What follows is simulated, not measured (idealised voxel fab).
Presented below is a process module, voxel transistor to metal.
cross-section cut | 195 nm wide | cells 5 nm
In this document a cross-section is written as a grid of square cells. It is given as a series of bands, listed from the top down, and a band is one or more rows of cells. Heads up on the band format: heights come first, top then bottom, in nm. After that it's the materials left to right, each with its width in nm. A single material flagged "all across" fills the whole band edge to edge, and "air" means there's empty space there. The reference from which all heights are counted is 0, the level beneath which the as-received wafer is entirely one material; the lowest band, having no lower bound, proceeds downward and is written after the example "0 -> down". Read "30..40" as a graded width: first number on top, second number at the bottom, same change between each pair of neighbouring rows. "no alteration" -> step changed no cross-section cell. Heads up: "Voids lacking openings" only lists the empty pockets with no open path to the top that are 8 cells or more, and it writes them as width x height at distance, distance from the left edge, in nm. Past the settings on a step's line: simulator remark, on that step. For masked steps, "overlay nm" on the step line gives how far right of plan the mask actually lay; a minus sign means it lay to the left. Read each pair as before and after one process step. The after cross-section shows only down to the lowest band that changed. The step between them and its settings are given below the pair. Pairs can come from different runs of this module on the same starting wafer. A pair continues from the pair above only where its "Geometry before processing" entry says so.
### Geometry before processing
- 0 -> down = Si all across
- Voids lacking openings: none
### After the Step
- 5 -> 0 = SiO2 all across
- Under 0: no change, same as before.
- Voids lacking openings: none
Link between the two cross-sections above: CONFORMAL_DEP: material SiO2, thk nm 5
Geometry before processing: The initial state for this step is given by the after cross-section of the immediately preceding pair.
### After the Step
- 15 -> 5 = SiN all across
- Under 5: no change, same as before.
- Voids lacking openings: none
Link between the two cross-sections above: CONFORMAL_DEP: material SiN, thk nm 10
Geometry before processing: The initial state for this step is given by the after cross-section of the immediately preceding pair.
### After the Step
- 15 -> 5 = air=35, then SiN=125, then air=35
- Under 5: no change, same as before.
- Voids lacking openings: none
Link between the two cross-sections above: MASKED_ETCH: tone cover, mask id ACTIVE, width nm 125, etch materials SiN, depth nm 10, overlay nm 0
Geometry before processing: The initial state for this step is given by the after cross-section of the immediately preceding pair.
### After the Step
- 15 -> 5 = air=35, then SiN=125, then air=35
- 5 -> 0 = air=35, then SiO2=125, then air=35
- Under 0: no change, same as before.
- Voids lacking openings: none
Link between the two cross-sections above: MASKED_ETCH: tone cover, mask id ACTIVE, width nm 125, etch materials SiO2, depth nm 5, overlay nm 0
Geometry before processing: The initial state for this step is given by the after cross-section of the immediately preceding pair.
### After the Step
- 15 -> 5 = air=35, then SiN=125, then air=35
- 5 -> 0 = air=35, then SiO2=125, then air=35
- 0 -> -25 = air=35, then Si=125, then air=35
- Under -25: no change, same as before.
- Voids lacking openings: none
Link between the two cross-sections above: MASKED_ETCH: tone cover, mask id ACTIVE, width nm 125, etch materials Si, depth nm 25, overlay nm 0
Geometry before processing: The initial state for this step is given by the after cross-section of the immediately preceding pair.
### After the Step
- 20 -> 15 = SiO2 all across
- 15 -> 5 = SiO2=35, then SiN=125, then SiO2=35
- 5 -> 0 = SiO2 all across
- 0 -> -25 = SiO2=35, then Si=125, then SiO2=35
- Under -25: no change, same as before.
- Voids lacking openings: none
Link between the two cross-sections above: FILL_DEP: material SiO2, thk nm 5
Geometry before processing: The initial state for this step is given by the after cross-section of the immediately preceding pair.
### After the Step
- 15 -> 5 = SiO2=35, then SiN=125, then SiO2=35
- Under 5: no change, same as before.
- Voids lacking openings: none
Link between the two cross-sections above: CMP: height nm 15
Geometry before processing: The initial state for this step is given by the after cross-section of the immediately preceding pair.
### After the Step
- 15 -> 5 = air=35, then SiN=125, then air=35
- Under 5: no change, same as before.
- Voids lacking openings: none
Link between the two cross-sections above: SELECTIVE_ETCH: etch materials SiO2, depth nm 10
Geometry before processing: The initial state for this step is given by the after cross-section of the immediately preceding pair.
### After the Step
- 5 -> 0 = SiO2 all across
- Under 0: no change, same as before.
- Voids lacking openings: none
Link between the two cross-sections above: STRIP: etch materials SiN
Geometry before processing: The initial state for this step is given by the after cross-section of the immediately preceding pair.
### After the Step
- 0 -> -25 = SiO2=35, then Si=125, then SiO2=35
- Under -25: no change, same as before.
- Voids lacking openings: none
Link between the two cross-sections above: SELECTIVE_ETCH: etch materials SiO2, depth nm 5
Geometry before processing: The initial state for this step is given by the after cross-section of the immediately preceding pair.
### After the Step
- 0 -> -5 = SiO2 all across
- Under -5: no change, same as before.
- Voids lacking openings: none
Link between the two cross-sections above: OXIDIZE: depth nm 5
Geometry before processing: The initial state for this step is given by the after cross-section of the immediately preceding pair.
### After the Step
- 25 -> 0 = polySi all across
- Under 0: no change, same as before.
- Voids lacking openings: none
Link between the two cross-sections above: DIRECTIONAL_DEP: material polySi, thk nm 25
Geometry before processing: The initial state for this step is given by the after cross-section of the immediately preceding pair.
### After the Step
- 35 -> 25 = SiCN all across
- Under 25: no change, same as before.
- Voids lacking openings: none
Link between the two cross-sections above: DIRECTIONAL_DEP: material SiCN, thk nm 10
Geometry before processing: The initial state for this step is given by the after cross-section of the immediately preceding pair.
### After the Step
- 50 -> 35 = air=85, then resist=25, then air=85
- Under 35: no change, same as before.
- Voids lacking openings: none
Link between the two cross-sections above: PATTERN: tone cover, mask id GATE, material resist, width nm 25, thk nm 15, overlay nm 0
Geometry before processing: The initial state for this step is given by the after cross-section of the immediately preceding pair.
### After the Step
- 50 -> 35 = air=85, then resist=25, then air=85
- 35 -> 25 = air=85, then SiCN=25, then air=85
- Under 25: no change, same as before.
- Voids lacking openings: none
Link between the two cross-sections above: DIRECTIONAL_ETCH: etch materials SiCN, depth nm 20
Geometry before processing: The initial state for this step is given by the after cross-section of the immediately preceding pair.
### After the Step
- 50 -> 35 = air=85, then resist=25, then air=85
- 35 -> 25 = air=85, then SiCN=25, then air=85
- 25 -> 0 = air=85, then polySi=25, then air=85
- Under 0: no change, same as before.
- Voids lacking openings: none
Link between the two cross-sections above: DIRECTIONAL_ETCH: etch materials polySi, depth nm 35
Geometry before processing: The initial state for this step is given by the after cross-section of the immediately preceding pair.
### After the Step
- 35 -> 25 = air=85, then SiCN=25, then air=85
- Under 25: no change, same as before.
- Voids lacking openings: none
Link between the two cross-sections above: STRIP: etch materials resist
Geometry before processing: The initial state for this step is given by the after cross-section of the immediately preceding pair.
### After the Step
- 45 -> 35 = air=75, then SiN=45, then air=75
- 35 -> 25 = air=75, then SiN=10, then SiCN=25, then SiN=10, then air=75
- 25 -> 10 = air=75, then SiN=10, then polySi=25, then SiN=10, then air=75
- 10 -> 0 = SiN=85, then polySi=25, then SiN=85
- Under 0: no change, same as before.
- Voids lacking openings: none
Link between the two cross-sections above: CONFORMAL_DEP: material SiN, thk nm 10
Geometry before processing: The initial state for this step is given by the after cross-section of the immediately preceding pair.
### After the Step
- 35 -> 25 = air=75, then SiN=10, then SiCN=25, then SiN=10, then air=75
- 25 -> 0 = air=75, then SiN=10, then polySi=25, then SiN=10, then air=75
- Under 0: no change, same as before.
- Voids lacking openings: none
Link between the two cross-sections above: DIRECTIONAL_ETCH: etch materials SiN, depth nm 10
Geometry before processing: The initial state for this step is given by the after cross-section of the immediately preceding pair.
### After the Step
- 35 -> 25 = air=75, then SiN=10, then SiCN=25, then SiN=10, then air=75
- 25 -> 0 = air=75, then SiN=10, then polySi=25, then SiN=10, then air=75
- 0 -> -5 = air=75, then SiO2=45, then air=75
- Under -5: no change, same as before.
- Voids lacking openings: none
Link between the two cross-sections above: DIRECTIONAL_ETCH: etch materials SiO2, depth nm 5
Geometry before processing: The initial state for this step is given by the after cross-section of the immediately preceding pair.
### After the Step
- 35 -> 25 = air=75, then SiN=10, then SiCN=25, then SiN=10, then air=75
- 25 -> 0 = air=75, then SiN=10, then polySi=25, then SiN=10, then air=75
- 0 -> -5 = air=75, then SiO2=45, then air=75
- -5 -> -10 = SiO2=35, then air=40, then Si=45, then air=40, then SiO2=35
- Under -10: no change, same as before.
- Voids lacking openings: none
Link between the two cross-sections above: DIRECTIONAL_ETCH: etch materials Si, depth nm 5
Geometry before processing: The initial state for this step is given by the after cross-section of the immediately preceding pair.
### After the Step
- 35 -> 25 = air=75, then SiN=10, then SiCN=25, then SiN=10, then air=75
- 25 -> 5 = air=75, then SiN=10, then polySi=25, then SiN=10, then air=75
- 5 -> 0 = air=65, then SiGe=10, then SiN=10, then polySi=25, then SiN=10, then SiGe=10, then air=65
- 0 -> -5 = air=30, then SiGe=45, then SiO2=45, then SiGe=45, then air=30
- -5 -> -10 = SiO2=35, then SiGe=40, then Si=45, then SiGe=40, then SiO2=35
- Under -10: no change, same as before.
- Voids lacking openings: none
Link between the two cross-sections above: EPI: material SiGe, thk nm 10
Geometry before processing: The initial state for this step is given by the after cross-section of the immediately preceding pair.
### After the Step
- 45 -> 35 = SiO2 all across
- 35 -> 25 = SiO2=75, then SiN=10, then SiCN=25, then SiN=10, then SiO2=75
- 25 -> 5 = SiO2=75, then SiN=10, then polySi=25, then SiN=10, then SiO2=75
- 5 -> 0 = SiO2=65, then SiGe=10, then SiN=10, then polySi=25, then SiN=10, then SiGe=10, then SiO2=65
- 0 -> -5 = SiO2=30, then SiGe=45, then SiO2=45, then SiGe=45, then SiO2=30
- Under -5: no change, same as before.
- Voids lacking openings: none
Link between the two cross-sections above: FILL_DEP: material SiO2, thk nm 10
Geometry before processing: The initial state for this step is given by the after cross-section of the immediately preceding pair.
### After the Step
- 35 -> 25 = SiO2=75, then SiN=10, then SiCN=25, then SiN=10, then SiO2=75
- Under 25: no change, same as before.
- Voids lacking openings: none
Link between the two cross-sections above: CMP: height nm 35
Geometry before processing: The initial state for this step is given by the after cross-section of the immediately preceding pair.
### After the Step
- 50 -> 35 = SiO2 all across
- Under 35: no change, same as before.
- Voids lacking openings: none
Link between the two cross-sections above: DIRECTIONAL_DEP: material SiO2, thk nm 15
Geometry before processing: The initial state for this step is given by the after cross-section of the immediately preceding pair.
### After the Step
- 65 -> 50 = aC all across
- Under 50: no change, same as before.
- Voids lacking openings: none
Link between the two cross-sections above: DIRECTIONAL_DEP: material aC, thk nm 15
Geometry before processing: The initial state for this step is given by the after cross-section of the immediately preceding pair.
### After the Step
- 95 -> 65 = resist=45, then air=35, then resist=35, then air=35, then resist=45
- Under 65: no change, same as before.
- Voids lacking openings: none
Link between the two cross-sections above: PATTERN: tone open, mask id CONTACT, material resist, width nm 35, pitch nm 70, thk nm 30, overlay nm 0
Geometry before processing: The initial state for this step is given by the after cross-section of the immediately preceding pair.
### After the Step
- 80 -> 65 = resist=45, then air=35, then resist=35, then air=35, then resist=45
- 65 -> 50 = aC=45, then air=35, then aC=35, then air=35, then aC=45
- Under 50: no change, same as before.
- Voids lacking openings: none
Link between the two cross-sections above: DIRECTIONAL_ETCH: etch materials aC, depth nm 15
Geometry before processing: The initial state for this step is given by the after cross-section of the immediately preceding pair.
### After the Step
- 65 -> 50 = aC=45, then air=35, then aC=35, then air=35, then aC=45
- Under 50: no change, same as before.
- Voids lacking openings: none
Link between the two cross-sections above: STRIP: etch materials resist
Geometry before processing: The initial state for this step is given by the after cross-section of the immediately preceding pair.
### After the Step
- 65 -> 50 = aC=45, then air=35, then aC=35, then air=35, then aC=45
- 50 -> 35 = SiO2=45, then air=35, then SiO2=35, then air=35, then SiO2=45
- 35 -> 25 = SiO2=45, then air=30, then SiN=10, then SiCN=25, then SiN=10, then air=30, then SiO2=45
- 25 -> 5 = SiO2=45, then air=30, then SiN=10, then polySi=25, then SiN=10, then air=30, then SiO2=45
- 5 -> 0 = SiO2=45, then air=20, then SiGe=10, then SiN=10, then polySi=25, then SiN=10, then SiGe=10, then air=20, then SiO2=45
- Under 0: no change, same as before.
- Voids lacking openings: none
Link between the two cross-sections above: DIRECTIONAL_ETCH: etch materials SiO2, depth nm 50
Geometry before processing: The initial state for this step is given by the after cross-section of the immediately preceding pair.
### After the Step
- 50 -> 35 = SiO2=45, then air=35, then SiO2=35, then air=35, then SiO2=45
- Under 35: no change, same as before.
- Voids lacking openings: none
Link between the two cross-sections above: STRIP: etch materials aC
Geometry before processing: The initial state for this step is given by the after cross-section of the immediately preceding pair.
### After the Step
- 55 -> 50 = TiN=50, then air=25, then TiN=45, then air=25, then TiN=50
- 50 -> 40 = SiO2=45, then TiN=5, then air=25, then TiN=5, then SiO2=35, then TiN=5, then air=25, then TiN=5, then SiO2=45
- 40 -> 35 = SiO2=45, then TiN=5, then air=20, then TiN=10, then SiO2=35, then TiN=10, then air=20, then TiN=5, then SiO2=45
- 35 -> 25 = SiO2=45, then TiN=5, then air=20, then TiN=5, then SiN=10, then SiCN=25, then SiN=10, then TiN=5, then air=20, then TiN=5, then SiO2=45
- 25 -> 10 = SiO2=45, then TiN=5, then air=20, then TiN=5, then SiN=10, then polySi=25, then SiN=10, then TiN=5, then air=20, then TiN=5, then SiO2=45
- 10 -> 5 = SiO2=45, then TiN=5, then air=10, then TiN=15, then SiN=10, then polySi=25, then SiN=10, then TiN=15, then air=10, then TiN=5, then SiO2=45
- 5 -> 0 = SiO2=45, then TiN=20, then SiGe=10, then SiN=10, then polySi=25, then SiN=10, then SiGe=10, then TiN=20, then SiO2=45
- Under 0: no change, same as before.
- Voids lacking openings: none
Link between the two cross-sections above: CONFORMAL_DEP: material TiN, thk nm 5
Geometry before processing: The initial state for this step is given by the after cross-section of the immediately preceding pair.
### After the Step
- 65 -> 55 = Ru all across
- 55 -> 50 = TiN=50, then Ru=25, then TiN=45, then Ru=25, then TiN=50
- 50 -> 40 = SiO2=45, then TiN=5, then Ru=25, then TiN=5, then SiO2=35, then TiN=5, then Ru=25, then TiN=5, then SiO2=45
- 40 -> 35 = SiO2=45, then TiN=5, then Ru=20, then TiN=10, then SiO2=35, then TiN=10, then Ru=20, then TiN=5, then SiO2=45
- 35 -> 25 = SiO2=45, then TiN=5, then Ru=20, then TiN=5, then SiN=10, then SiCN=25, then SiN=10, then TiN=5, then Ru=20, then TiN=5, then SiO2=45
- 25 -> 10 = SiO2=45, then TiN=5, then Ru=20, then TiN=5, then SiN=10, then polySi=25, then SiN=10, then TiN=5, then Ru=20, then TiN=5, then SiO2=45
- 10 -> 5 = SiO2=45, then TiN=5, then Ru=10, then TiN=15, then SiN=10, then polySi=25, then SiN=10, then TiN=15, then Ru=10, then TiN=5, then SiO2=45
- Under 5: no change, same as before.
- Voids lacking openings: none
Link between the two cross-sections above: FILL_DEP: material Ru, thk nm 10
Geometry before processing: The initial state for this step is given by the after cross-section of the immediately preceding pair.
### After the Step
- 50 -> 40 = SiO2=45, then TiN=5, then Ru=25, then TiN=5, then SiO2=35, then TiN=5, then Ru=25, then TiN=5, then SiO2=45
- Under 40: no change, same as before.
- Voids lacking openings: none
Link between the two cross-sections above: CMP: height nm 50
Geometry before processing: The initial state for this step is given by the after cross-section of the immediately preceding pair.
### After the Step
- 55 -> 50 = SiCN all across
- Under 50: no change, same as before.
- Voids lacking openings: none
Link between the two cross-sections above: CONFORMAL_DEP: material SiCN, thk nm 5
Geometry before processing: The initial state for this step is given by the after cross-section of the immediately preceding pair.
### After the Step
- 75 -> 55 = lowk all across
- Under 55: no change, same as before.
- Voids lacking openings: none
Link between the two cross-sections above: DIRECTIONAL_DEP: material lowk, thk nm 20
Geometry before processing: The initial state for this step is given by the after cross-section of the immediately preceding pair.
### After the Step
- 75 -> 55 = lowk=45, then air=20, then lowk=65, then air=20, then lowk=45
- Under 55: no change, same as before.
- Voids lacking openings: none
Link between the two cross-sections above: MASKED_ETCH: tone open, mask id METAL_1, width nm 20, pitch nm 85, etch materials lowk, depth nm 20, overlay nm 0
Geometry before processing: The initial state for this step is given by the after cross-section of the immediately preceding pair.
### After the Step
- 75 -> 55 = lowk=45, then air=20, then lowk=65, then air=20, then lowk=45
- 55 -> 50 = SiCN=45, then air=20, then SiCN=65, then air=20, then SiCN=45
- Under 50: no change, same as before.
- Voids lacking openings: none
Link between the two cross-sections above: MASKED_ETCH: tone open, mask id METAL_1, width nm 20, pitch nm 85, etch materials SiCN, depth nm 5, overlay nm 0
Geometry before processing: The initial state for this step is given by the after cross-section of the immediately preceding pair.
### After the Step
- 80 -> 75 = TiN=50, then air=10, then TiN=75, then air=10, then TiN=50
- 75 -> 55 = lowk=45, then TiN=5, then air=10, then TiN=5, then lowk=65, then TiN=5, then air=10, then TiN=5, then lowk=45
- 55 -> 50 = SiCN=45, then TiN=20, then SiCN=65, then TiN=20, then SiCN=45
- Under 50: no change, same as before.
- Voids lacking openings: none
Link between the two cross-sections above: CONFORMAL_DEP: material TiN, thk nm 5
Geometry before processing: The initial state for this step is given by the after cross-section of the immediately preceding pair.
### After the Step
- 85 -> 80 = W all across
- 80 -> 75 = TiN=50, then W=10, then TiN=75, then W=10, then TiN=50
- 75 -> 55 = lowk=45, then TiN=5, then W=10, then TiN=5, then lowk=65, then TiN=5, then W=10, then TiN=5, then lowk=45
- Under 55: no change, same as before.
- Voids lacking openings: none
Link between the two cross-sections above: FILL_DEP: material W, thk nm 5
Geometry before processing: The initial state for this step is given by the after cross-section of the immediately preceding pair.
### After the Step
- 75 -> 55 = lowk=45, then TiN=5, then W=10, then TiN=5, then lowk=65, then TiN=5, then W=10, then TiN=5, then lowk=45
- Under 55: no change, same as before.
- Voids lacking openings: none
Link between the two cross-sections above: CMP: height nm 75
Geometry before processing: The initial state for this step is given by the after cross-section of the immediately preceding pair.
### After the Step
- 80 -> 75 = SiCN all across
- Under 75: no change, same as before.
- Voids lacking openings: none
Link between the two cross-sections above: CONFORMAL_DEP: material SiCN, thk nm 5
Geometry before processing: The initial state for this step is given by the after cross-section of the immediately preceding pair.
### After the Step
- 110 -> 80 = SiO2 all across
- Under 80: no change, same as before.
- Voids lacking openings: none
Link between the two cross-sections above: DIRECTIONAL_DEP: material SiO2, thk nm 30
Geometry before processing: The initial state for this step is given by the after cross-section of the immediately preceding pair.
### After the Step
- 125 -> 110 = resist=45, then air=20, then resist=65, then air=20, then resist=45
- Under 110: no change, same as before.
- Voids lacking openings: none
Link between the two cross-sections above: PATTERN: tone open, mask id METAL_2, material resist, width nm 20, pitch nm 85, thk nm 15, overlay nm 0
Geometry before processing: The initial state for this step is given by the after cross-section of the immediately preceding pair.
### After the Step
- 125 -> 110 = resist=45, then air=20, then resist=65, then air=20, then resist=45
- 110 -> 90 = SiO2=45, then air=20, then SiO2=65, then air=20, then SiO2=45
- Under 90: no change, same as before.
- Voids lacking openings: none
Link between the two cross-sections above: DIRECTIONAL_ETCH: etch materials SiO2, depth nm 20
Geometry before processing: The initial state for this step is given by the after cross-section of the immediately preceding pair.
### After the Step
- 110 -> 90 = SiO2=45, then air=20, then SiO2=65, then air=20, then SiO2=45
- Under 90: no change, same as before.
- Voids lacking openings: none
Link between the two cross-sections above: STRIP: etch materials resist
Geometry before processing: The initial state for this step is given by the after cross-section of the immediately preceding pair.
### After the Step
- 110 -> 90 = SiO2=45, then air=20, then SiO2=65, then air=20, then SiO2=45
- 90 -> 80 = SiO2=45, then air=15, then SiO2=70, then air=15, then SiO2=50
- Under 80: no change, same as before.
- Voids lacking openings: none
Link between the two cross-sections above: MASKED_ETCH: tone open, mask id METAL_2_HOLES, width nm 15, pitch nm 85, etch materials SiO2, depth nm 10, overlay nm 0
Geometry before processing: The initial state for this step is given by the after cross-section of the immediately preceding pair.
### After the Step
- 110 -> 90 = SiO2=45, then air=20, then SiO2=65, then air=20, then SiO2=45
- 90 -> 80 = SiO2=45, then air=15, then SiO2=70, then air=15, then SiO2=50
- 80 -> 75 = SiCN=45, then air=15, then SiCN=70, then air=15, then SiCN=50
- Under 75: no change, same as before.
- Voids lacking openings: none
Link between the two cross-sections above: MASKED_ETCH: tone open, mask id METAL_2_HOLES, width nm 15, pitch nm 85, etch materials SiCN, depth nm 5, overlay nm 0
Geometry before processing: The initial state for this step is given by the after cross-section of the immediately preceding pair.
### After the Step
- 115 -> 110 = TiN=50, then air=10, then TiN=75, then air=10, then TiN=50
- 110 -> 95 = SiO2=45, then TiN=5, then air=10, then TiN=5, then SiO2=65, then TiN=5, then air=10, then TiN=5, then SiO2=45
- 95 -> 90 = SiO2=45, then TiN=5, then air=5, then TiN=10, then SiO2=65, then TiN=5, then air=5, then TiN=10, then SiO2=45
- 90 -> 80 = SiO2=45, then TiN=5, then air=5, then TiN=5, then SiO2=70, then TiN=5, then air=5, then TiN=5, then SiO2=50
- 80 -> 75 = SiCN=45, then TiN=15, then SiCN=70, then TiN=15, then SiCN=50
- Under 75: no change, same as before.
- Voids lacking openings: none
Link between the two cross-sections above: CONFORMAL_DEP: material TiN, thk nm 5
Geometry before processing: The initial state for this step is given by the after cross-section of the immediately preceding pair.
### After the Step
- 125 -> 115 = Cu all across
- 115 -> 110 = TiN=50, then Cu=10, then TiN=75, then Cu=10, then TiN=50
- 110 -> 95 = SiO2=45, then TiN=5, then Cu=10, then TiN=5, then SiO2=65, then TiN=5, then Cu=10, then TiN=5, then SiO2=45
- 95 -> 90 = SiO2=45, then TiN=5, then Cu=5, then TiN=10, then SiO2=65, then TiN=5, then Cu=5, then TiN=10, then SiO2=45
- 90 -> 80 = SiO2=45, then TiN=5, then Cu=5, then TiN=5, then SiO2=70, then TiN=5, then Cu=5, then TiN=5, then SiO2=50
- Under 80: no change, same as before.
- Voids lacking openings: none
Link between the two cross-sections above: FILL_DEP: material Cu, thk nm 10
Geometry before processing: The initial state for this step is given by the after cross-section of the immediately preceding pair.
### After the Step
- 110 -> 95 = SiO2=45, then TiN=5, then Cu=10, then TiN=5, then SiO2=65, then TiN=5, then Cu=10, then TiN=5, then SiO2=45
- Under 95: no change, same as before.
- Voids lacking openings: none
Link between the two cross-sections above: CMP: height nm 110
Geometry before processing: The initial state for this step is given by the after cross-section of the immediately preceding pair.
### After the Step
- 115 -> 110 = SiN all across
- Under 110: no change, same as before.
- Voids lacking openings: none
Link between the two cross-sections above: CONFORMAL_DEP: material SiN, thk nm 5
### Geometry before processing
- 65 -> 55 = Ru all across
- 55 -> 50 = TiN=50, then Ru=25, then TiN=45, then Ru=25, then TiN=50
- 50 -> 40 = SiO2=45, then TiN=5, then Ru=25, then TiN=5, then SiO2=35, then TiN=5, then Ru=25, then TiN=5, then SiO2=45
- 40 -> 35 = SiO2=45, then TiN=5, then Ru=20, then TiN=10, then SiO2=35, then TiN=10, then Ru=20, then TiN=5, then SiO2=45
- 35 -> 25 = SiO2=45, then TiN=5, then Ru=20, then TiN=5, then SiN=10, then SiCN=25, then SiN=10, then TiN=5, then Ru=20, then TiN=5, then SiO2=45
- 25 -> 10 = SiO2=45, then TiN=5, then Ru=20, then TiN=5, then SiN=10, then polySi=25, then SiN=10, then TiN=5, then Ru=20, then TiN=5, then SiO2=45
- 10 -> 5 = SiO2=45, then TiN=5, then Ru=10, then TiN=15, then SiN=10, then polySi=25, then SiN=10, then TiN=15, then Ru=10, then TiN=5, then SiO2=45
- 5 -> 0 = SiO2=45, then TiN=20, then SiGe=10, then SiN=10, then polySi=25, then SiN=10, then SiGe=10, then TiN=20, then SiO2=45
- 0 -> -5 = SiO2=30, then SiGe=45, then SiO2=45, then SiGe=45, then SiO2=30
- -5 -> -10 = SiO2=35, then SiGe=40, then Si=45, then SiGe=40, then SiO2=35
- -10 -> -25 = SiO2=35, then Si=125, then SiO2=35
- -25 -> down = Si all across
- Voids lacking openings: none
### After the Step
- 70 -> 65 = SiCN all across
- Under 65: no change, same as before.
- Voids lacking openings: none
Link between the two cross-sections above: CONFORMAL_DEP: material SiCN, thk nm 5
Geometry before processing: The initial state for this step is given by the after cross-section of the immediately preceding pair.
### After the Step
- 90 -> 70 = lowk all across
- Under 70: no change, same as before.
- Voids lacking openings: none
Link between the two cross-sections above: DIRECTIONAL_DEP: material lowk, thk nm 20
Geometry before processing: The initial state for this step is given by the after cross-section of the immediately preceding pair.
### After the Step
- 90 -> 70 = lowk=45, then air=20, then lowk=65, then air=20, then lowk=45
- Under 70: no change, same as before.
- Voids lacking openings: none
Link between the two cross-sections above: MASKED_ETCH: tone open, mask id METAL_1, width nm 20, pitch nm 85, etch materials lowk, depth nm 20, overlay nm 0
Geometry before processing: The initial state for this step is given by the after cross-section of the immediately preceding pair.
### After the Step
- 90 -> 70 = lowk=45, then air=20, then lowk=65, then air=20, then lowk=45
- 70 -> 65 = SiCN=45, then air=20, then SiCN=65, then air=20, then SiCN=45
- Under 65: no change, same as before.
- Voids lacking openings: none
Link between the two cross-sections above: MASKED_ETCH: tone open, mask id METAL_1, width nm 20, pitch nm 85, etch materials SiCN, depth nm 5, overlay nm 0
Geometry before processing: The initial state for this step is given by the after cross-section of the immediately preceding pair.
### After the Step
- 95 -> 90 = TiN=50, then air=10, then TiN=75, then air=10, then TiN=50
- 90 -> 70 = lowk=45, then TiN=5, then air=10, then TiN=5, then lowk=65, then TiN=5, then air=10, then TiN=5, then lowk=45
- 70 -> 65 = SiCN=45, then TiN=20, then SiCN=65, then TiN=20, then SiCN=45
- Under 65: no change, same as before.
- Voids lacking openings: none
Link between the two cross-sections above: CONFORMAL_DEP: material TiN, thk nm 5
Geometry before processing: The initial state for this step is given by the after cross-section of the immediately preceding pair.
### After the Step
- 100 -> 95 = W all across
- 95 -> 90 = TiN=50, then W=10, then TiN=75, then W=10, then TiN=50
- 90 -> 70 = lowk=45, then TiN=5, then W=10, then TiN=5, then lowk=65, then TiN=5, then W=10, then TiN=5, then lowk=45
- Under 70: no change, same as before.
- Voids lacking openings: none
Link between the two cross-sections above: FILL_DEP: material W, thk nm 5
Geometry before processing: The initial state for this step is given by the after cross-section of the immediately preceding pair.
### After the Step
- 75 -> 70 = lowk=45, then TiN=5, then W=10, then TiN=5, then lowk=65, then TiN=5, then W=10, then TiN=5, then lowk=45
- Under 70: no change, same as before.
- Voids lacking openings: none
Link between the two cross-sections above: CMP: height nm 75
Geometry before processing: The initial state for this step is given by the after cross-section of the immediately preceding pair.
### After the Step
- 80 -> 75 = SiCN all across
- Under 75: no change, same as before.
- Voids lacking openings: none
Link between the two cross-sections above: CONFORMAL_DEP: material SiCN, thk nm 5
Geometry before processing: The initial state for this step is given by the after cross-section of the immediately preceding pair.
### After the Step
- 110 -> 80 = SiO2 all across
- Under 80: no change, same as before.
- Voids lacking openings: none
Link between the two cross-sections above: DIRECTIONAL_DEP: material SiO2, thk nm 30
Geometry before processing: The initial state for this step is given by the after cross-section of the immediately preceding pair.
### After the Step
- 125 -> 110 = resist=45, then air=20, then resist=65, then air=20, then resist=45
- Under 110: no change, same as before.
- Voids lacking openings: none
Link between the two cross-sections above: PATTERN: tone open, mask id METAL_2, material resist, width nm 20, pitch nm 85, thk nm 15, overlay nm 0
Geometry before processing: The initial state for this step is given by the after cross-section of the immediately preceding pair.
### After the Step
- 125 -> 110 = resist=45, then air=20, then resist=65, then air=20, then resist=45
- 110 -> 90 = SiO2=45, then air=20, then SiO2=65, then air=20, then SiO2=45
- Under 90: no change, same as before.
- Voids lacking openings: none
Link between the two cross-sections above: DIRECTIONAL_ETCH: etch materials SiO2, depth nm 20
Geometry before processing: The initial state for this step is given by the after cross-section of the immediately preceding pair.
### After the Step
- 110 -> 90 = SiO2=45, then air=20, then SiO2=65, then air=20, then SiO2=45
- Under 90: no change, same as before.
- Voids lacking openings: none
Link between the two cross-sections above: STRIP: etch materials resist
Geometry before processing: The initial state for this step is given by the after cross-section of the immediately preceding pair.
### After the Step
- 110 -> 90 = SiO2=45, then air=20, then SiO2=65, then air=20, then SiO2=45
- 90 -> 80 = SiO2=45, then air=15, then SiO2=70, then air=15, then SiO2=50
- Under 80: no change, same as before.
- Voids lacking openings: none
Link between the two cross-sections above: MASKED_ETCH: tone open, mask id METAL_2_HOLES, width nm 15, pitch nm 85, etch materials SiO2, depth nm 10, overlay nm 0
Geometry before processing: The initial state for this step is given by the after cross-section of the immediately preceding pair.
### After the Step
- 110 -> 90 = SiO2=45, then air=20, then SiO2=65, then air=20, then SiO2=45
- 90 -> 80 = SiO2=45, then air=15, then SiO2=70, then air=15, then SiO2=50
- 80 -> 75 = SiCN=45, then air=15, then SiCN=70, then air=15, then SiCN=50
- Under 75: no change, same as before.
- Voids lacking openings: none
Link between the two cross-sections above: MASKED_ETCH: tone open, mask id METAL_2_HOLES, width nm 15, pitch nm 85, etch materials SiCN, depth nm 5, overlay nm 0
Geometry before processing: The initial state for this step is given by the after cross-section of the immediately preceding pair.
### After the Step
- 115 -> 110 = TiN=50, then air=10, then TiN=75, then air=10, then TiN=50
- 110 -> 95 = SiO2=45, then TiN=5, then air=10, then TiN=5, then SiO2=65, then TiN=5, then air=10, then TiN=5, then SiO2=45
- 95 -> 90 = SiO2=45, then TiN=5, then air=5, then TiN=10, then SiO2=65, then TiN=5, then air=5, then TiN=10, then SiO2=45
- 90 -> 80 = SiO2=45, then TiN=5, then air=5, then TiN=5, then SiO2=70, then TiN=5, then air=5, then TiN=5, then SiO2=50
- 80 -> 75 = SiCN=45, then TiN=15, then SiCN=70, then TiN=15, then SiCN=50
- Under 75: no change, same as before.
- Voids lacking openings: none
Link between the two cross-sections above: CONFORMAL_DEP: material TiN, thk nm 5
Geometry before processing: The initial state for this step is given by the after cross-section of the immediately preceding pair.
### After the Step
- 125 -> 115 = Cu all across
- 115 -> 110 = TiN=50, then Cu=10, then TiN=75, then Cu=10, then TiN=50
- 110 -> 95 = SiO2=45, then TiN=5, then Cu=10, then TiN=5, then SiO2=65, then TiN=5, then Cu=10, then TiN=5, then SiO2=45
- 95 -> 90 = SiO2=45, then TiN=5, then Cu=5, then TiN=10, then SiO2=65, then TiN=5, then Cu=5, then TiN=10, then SiO2=45
- 90 -> 80 = SiO2=45, then TiN=5, then Cu=5, then TiN=5, then SiO2=70, then TiN=5, then Cu=5, then TiN=5, then SiO2=50
- Under 80: no change, same as before.
- Voids lacking openings: none
Link between the two cross-sections above: FILL_DEP: material Cu, thk nm 10
Geometry before processing: The initial state for this step is given by the after cross-section of the immediately preceding pair.
### After the Step
- 110 -> 95 = SiO2=45, then TiN=5, then Cu=10, then TiN=5, then SiO2=65, then TiN=5, then Cu=10, then TiN=5, then SiO2=45
- Under 95: no change, same as before.
- Voids lacking openings: none
Link between the two cross-sections above: CMP: height nm 110
Geometry before processing: The initial state for this step is given by the after cross-section of the immediately preceding pair.
### After the Step
- 115 -> 110 = SiN all across
- Under 110: no change, same as before.
- Voids lacking openings: none
Link between the two cross-sections above: CONFORMAL_DEP: material SiN, thk nm 5
